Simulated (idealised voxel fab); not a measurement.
process module | voxel ribs on slabs
cross-section cut | 260 nm wide | cells 5 nm
A cross-section is a grid of square cells, given in bands from the top down. A band is one or more rows of cells.
Each band's line starts with the height of the band's top and of its bottom, in nm. Then come its materials from left to right, each with its width in nm. One material with "throughout" fills the band from edge to edge. "air" is empty space.
Height 0 is the level under which the wafer as received is all one material. The lowest band goes on downwards, as in "0 down".
A width such as "30 to 40" changes by the same amount from each row of cells to the next, from the band's top row to its bottom row.
"no change" after a step means that no cell of the cross-section changed.
closed voids: empty space of 8 cells or more with no open way to the top, each as width x height at its distance from the left edge, in nm
after a step's settings: what the simulator itself notes on the step
overlay nm, on a step with a mask: how far to the right of its planned place the mask lay; to the left if negative
plan
1 op RECEIVE | material Si
2 op DIRECTIONAL_DEP | material SiO2 | thk nm 25
3 op DIRECTIONAL_DEP | material SiN | thk nm 20
4 op DIRECTIONAL_DEP | material aC | thk nm 15
5 op PATTERN | tone cover | mask id RIB | material resist | width nm 25 | thk nm 30 | overlay nm 0
6 op DIRECTIONAL_ETCH | etch materials aC | depth nm 15
7 op STRIP | etch materials resist
8 op DIRECTIONAL_ETCH | etch materials SiN | depth nm 15
9 op STRIP | etch materials aC
10 op DIRECTIONAL_DEP | material aC | thk nm 10
11 op PATTERN | tone cover | mask id SLAB | material resist | width nm 75 | thk nm 30 | overlay nm 0
12 op DIRECTIONAL_ETCH | etch materials aC | depth nm 10
13 op STRIP | etch materials resist
14 op DIRECTIONAL_ETCH | etch materials SiN | depth nm 5
15 op STRIP | etch materials aC
16 op FILL_DEP | material SiO2 | thk nm 25
17 op CMP | height nm 65
18 op DIRECTIONAL_DEP | material TiN | thk nm 10
19 op MASKED_ETCH | tone cover | mask id HEATER | width nm 35 | etch materials TiN | depth nm 10 | overlay nm 0
20 op CONFORMAL_DEP | material SiO2 | thk nm 5
first wafer, as planned
as received, after step 1
  0 down: Si throughout
  closed voids: none
after step 2
  25 to 0: SiO2 throughout
  below 0: unchanged
after step 3
  45 to 25: SiN throughout
  below 25: unchanged
after step 4
  60 to 45: aC throughout
  below 45: unchanged
after step 5
  90 to 60: air 115 | resist 25 | air 120
  below 60: unchanged
after step 6
  75 to 60: air 115 | resist 25 | air 120
  60 to 45: air 115 | aC 25 | air 120
  below 45: unchanged
after step 7
  60 to 45: air 115 | aC 25 | air 120
  below 45: unchanged
after step 8
  60 to 45: air 115 | aC 25 | air 120
  45 to 30: air 115 | SiN 25 | air 120
  below 30: unchanged
after step 9
  45 to 30: air 115 | SiN 25 | air 120
  below 30: unchanged
after step 10
  55 to 45: air 115 | aC 25 | air 120
  45 to 40: air 115 | SiN 25 | air 120
  40 to 30: aC 115 | SiN 25 | aC 120
  below 30: unchanged
after step 11
  85 to 55: air 90 | resist 75 | air 95
  55 to 45: air 90 | resist 25 | aC 25 | resist 25 | air 95
  45 to 40: air 90 | resist 25 | SiN 25 | resist 25 | air 95
  below 40: unchanged
after step 12
  75 to 55: air 90 | resist 75 | air 95
  55 to 45: air 90 | resist 25 | aC 25 | resist 25 | air 95
  45 to 40: air 90 | resist 25 | SiN 25 | resist 25 | air 95
  40 to 30: air 90 | aC 25 | SiN 25 | aC 25 | air 95
  below 30: unchanged
after step 13
  55 to 45: air 115 | aC 25 | air 120
  45 to 40: air 115 | SiN 25 | air 120
  below 40: unchanged
after step 14
  55 to 45: air 115 | aC 25 | air 120
  45 to 40: air 115 | SiN 25 | air 120
  40 to 30: air 90 | aC 25 | SiN 25 | aC 25 | air 95
  30 to 25: air 90 | SiN 75 | air 95
  below 25: unchanged
after step 15
  45 to 30: air 115 | SiN 25 | air 120
  below 30: unchanged
after step 16
  70 to 45: SiO2 throughout
  45 to 30: SiO2 115 | SiN 25 | SiO2 120
  30 to 25: SiO2 90 | SiN 75 | SiO2 95
  below 25: unchanged
after step 17
  65 to 45: SiO2 throughout
  below 45: unchanged
after step 18
  75 to 65: TiN throughout
  below 65: unchanged
after step 19
  75 to 65: air 110 | TiN 35 | air 115
  below 65: unchanged
after step 20
  80 to 75: air 105 | SiO2 45 | air 110
  75 to 70: air 105 | SiO2 5 | TiN 35 | SiO2 5 | air 110
  70 to 65: SiO2 110 | TiN 35 | SiO2 115
  below 65: unchanged
second wafer: like start, like plan, one mistake. Through step 1 it matches the first wafer
when step 2 should have ended
  20 to 0: SiN throughout
  below 0: unchanged
when step 3 should have ended
  45 to 20: SiO2 throughout
  below 20: unchanged
when step 4 should have ended
  60 to 45: aC throughout
  below 45: unchanged
when step 5 should have ended
  90 to 60: air 115 | resist 25 | air 120
  below 60: unchanged
when step 6 should have ended
  75 to 60: air 115 | resist 25 | air 120
  60 to 45: air 115 | aC 25 | air 120
  below 45: unchanged
when step 7 should have ended
  60 to 45: air 115 | aC 25 | air 120
  below 45: unchanged
when step 8 should have ended: no change
when step 9 should have ended
  45 to 20: SiO2 throughout
  below 20: unchanged
when step 10 should have ended
  55 to 45: aC throughout
  below 45: unchanged
when step 11 should have ended
  85 to 55: air 90 | resist 75 | air 95
  below 55: unchanged
when step 12 should have ended
  75 to 55: air 90 | resist 75 | air 95
  55 to 45: air 90 | aC 75 | air 95
  below 45: unchanged
when step 13 should have ended
  55 to 45: air 90 | aC 75 | air 95
  below 45: unchanged
when step 14 should have ended: no change
when step 15 should have ended
  45 to 20: SiO2 throughout
  below 20: unchanged
when step 16 should have ended
  70 to 20: SiO2 throughout
  below 20: unchanged
when step 17 should have ended
  65 to 20: SiO2 throughout
  below 20: unchanged
when step 18 should have ended
  75 to 65: TiN throughout
  below 65: unchanged
when step 19 should have ended
  75 to 65: air 110 | TiN 35 | air 115
  below 65: unchanged
when step 20 should have ended
  80 to 75: air 105 | SiO2 45 | air 110
  75 to 70: air 105 | SiO2 5 | TiN 35 | SiO2 5 | air 110
  70 to 65: SiO2 110 | TiN 35 | SiO2 115
  below 65: unchanged
what went wrong: steps 2 and 3 were swapped
at the end the second wafer has, in cells: 178 more of SiN | 178 fewer of SiO2
